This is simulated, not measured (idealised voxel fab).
process module | voxel trench capacitor
cross-section cut | 300 nm wide | cells 5 nm
A cross-section is a grid of square cells, given in bands from the top down. A band is one or more rows of cells.
Each band's line starts with the height of the band's top and of its bottom, in nm. Then come its materials from left to right, each with its width in nm. One material with "throughout" fills the band from edge to edge. "air" is empty space.
Height 0 is the level under which the wafer as received is all one material. The lowest band goes on downwards, as in "0 down".
A width such as "30 to 40" changes by the same amount from each row of cells to the next, from the band's top row to its bottom row.
"no change" after a step means that no cell of the cross-section changed.
closed voids: empty space of 8 cells or more with no open way to the top, each as width x height at its distance from the left edge, in nm
after a step's settings: what the simulator itself notes on the step
overlay nm, on a step with a mask: how far to the right of its planned place the mask lay; to the left if negative
plan
1 op RECEIVE | material Si
2 op CONFORMAL_DEP | material SiN | thk nm 10
3 op MASKED_ETCH | tone open | mask id TRENCH | width nm 30 | pitch nm 55 | etch materials SiN | depth nm 10 | overlay nm 0
4 op MASKED_ETCH | tone open | mask id TRENCH | width nm 30 | pitch nm 55 | etch materials Si | depth nm 30 | overlay nm 0
5 op CONFORMAL_DEP | material HfO2 | thk nm 5
6 op CONFORMAL_DEP | material TiN | thk nm 5
7 op FILL_DEP | material W | thk nm 10
8 op CMP | height nm 10
as received, after step 1
  0 down: Si throughout
  closed voids: none
first wafer at the end, as planned
  10 to 0: SiN 50 | HfO2 5 | TiN 5 | W 10 | TiN 5 | HfO2 5 | SiN 25 | HfO2 5 | TiN 5 | W 10 | TiN 5 | HfO2 5 | SiN 25 | HfO2 5 | TiN 5 | W 10 | TiN 5 | HfO2 5 | SiN 25 | HfO2 5 | TiN 5 | W 10 | TiN 5 | HfO2 5 | SiN 55
  0 to -20: Si 50 | HfO2 5 | TiN 5 | W 10 | TiN 5 | HfO2 5 | Si 25 | HfO2 5 | TiN 5 | W 10 | TiN 5 | HfO2 5 | Si 25 | HfO2 5 | TiN 5 | W 10 | TiN 5 | HfO2 5 | Si 25 | HfO2 5 | TiN 5 | W 10 | TiN 5 | HfO2 5 | Si 55
  -20 to -25: Si 50 | HfO2 5 | TiN 20 | HfO2 5 | Si 25 | HfO2 5 | TiN 20 | HfO2 5 | Si 25 | HfO2 5 | TiN 20 | HfO2 5 | Si 25 | HfO2 5 | TiN 20 | HfO2 5 | Si 55
  -25 to -30: Si 50 | HfO2 30 | Si 25 | HfO2 30 | Si 25 | HfO2 30 | Si 25 | HfO2 30 | Si 55
  -30 down: Si throughout
  closed voids: none
second wafer at the end: like start, like plan, one mistake
  10 to 0: W throughout
  0 down: Si throughout
  closed voids: none
what went wrong: step 2 ran as: op CONFORMAL_DEP | material W | thk nm 10
at the end the second wafer has, in cells: 80 fewer of HfO2 | 144 more of Si | 72 fewer of SiN | 64 fewer of TiN | 72 more of W
